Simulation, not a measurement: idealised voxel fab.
process module | voxel spacer lines
Section shown: cut. Width: 200 nm. Cell size: 5 nm, square.
Notation: cross-section as square-cell grid; stated in bands, top first, going down; one or more cell rows per band. This entry defines a band. It first specifies the height of the band's top and the height of its bottom in nm, and then specifies the band's materials from left to right, stating each material with its width in nm. The word "all across" identifies a single material that fills the band from edge to edge, while the word "empty" identifies empty space. Convention: height 0 is the level below which the wafer, as received, is all one material. The lowest band does not terminate at the bottom but continues downward, represented as "from 0 down". Think of "30..40" as a width that walks from the first number to the second as you go down the band, top row to bottom row, taking equal-sized steps from row to row. Key: "everything unchanged" - step with no changed cell in the cross-section. "Enclosed cavities" lists enclosed empty spaces (at least 8 cells, no open path upward to the top), each as width x height at distance from the left edge, in nm. If you see something after the settings on a step's line, that's the simulator's own remark about that step. overlay nm: how far to the right of its planned place the mask lay on this masked step (negative: to the left).
LIST OF PLANNED PROCESS STEPS
1,RECEIVE [material Si]
2,CONFORMAL_DEP [material Al2O3] [thk nm 10]
3,DIRECTIONAL_DEP [material TiN] [thk nm 20]
4,DIRECTIONAL_DEP [material polySi] [thk nm 30]
5,PATTERN [tone cover] [mask id MANDREL] [material resist] [width nm 15] [pitch nm 60] [thk nm 35] [overlay nm 0]
6,DIRECTIONAL_ETCH [etch materials polySi] [depth nm 30]
7,STRIP [etch materials resist]
8,CONFORMAL_DEP [material SiO2] [thk nm 10]
9,DIRECTIONAL_ETCH [etch materials SiO2] [depth nm 10]
10,STRIP [etch materials polySi]
11,DIRECTIONAL_ETCH [etch materials TiN] [depth nm 20]
12,STRIP [etch materials SiO2]
13,FILL_DEP [material lowk] [thk nm 5]
14,CMP [height nm 30]
Split variable: width nm, step 5. Plan value = first wafer. Wafers start alike.
AS-RECEIVED STATE AFTER STEP 1, FIRST OF SEVERAL WAFERS, CROSS-SECTION
from 0 down: Si all across
Enclosed cavities: none
BASICALLY EACH WAFER GETS A LINE IN THE TABLE, SHOWING IT AT THE END OF THE MODULE: MATERIAL BY MATERIAL, THE CELLS IT GAINED (+) OR LOST (-) SINCE WE GOT IT, THEN ITS CLOSED VOIDS
width nm 15; +80 Al2O3; +32 TiN; +128 lowk; Enclosed cavities: none
width nm 20; +80 Al2O3; +32 TiN; +128 lowk; Enclosed cavities: none
width nm 25; +80 Al2O3; +32 TiN; +128 lowk; Enclosed cavities: none
width nm 30; +80 Al2O3; +32 TiN; +128 lowk; Enclosed cavities: none
width nm 35; +80 Al2O3; +32 TiN; +128 lowk; Enclosed cavities: none
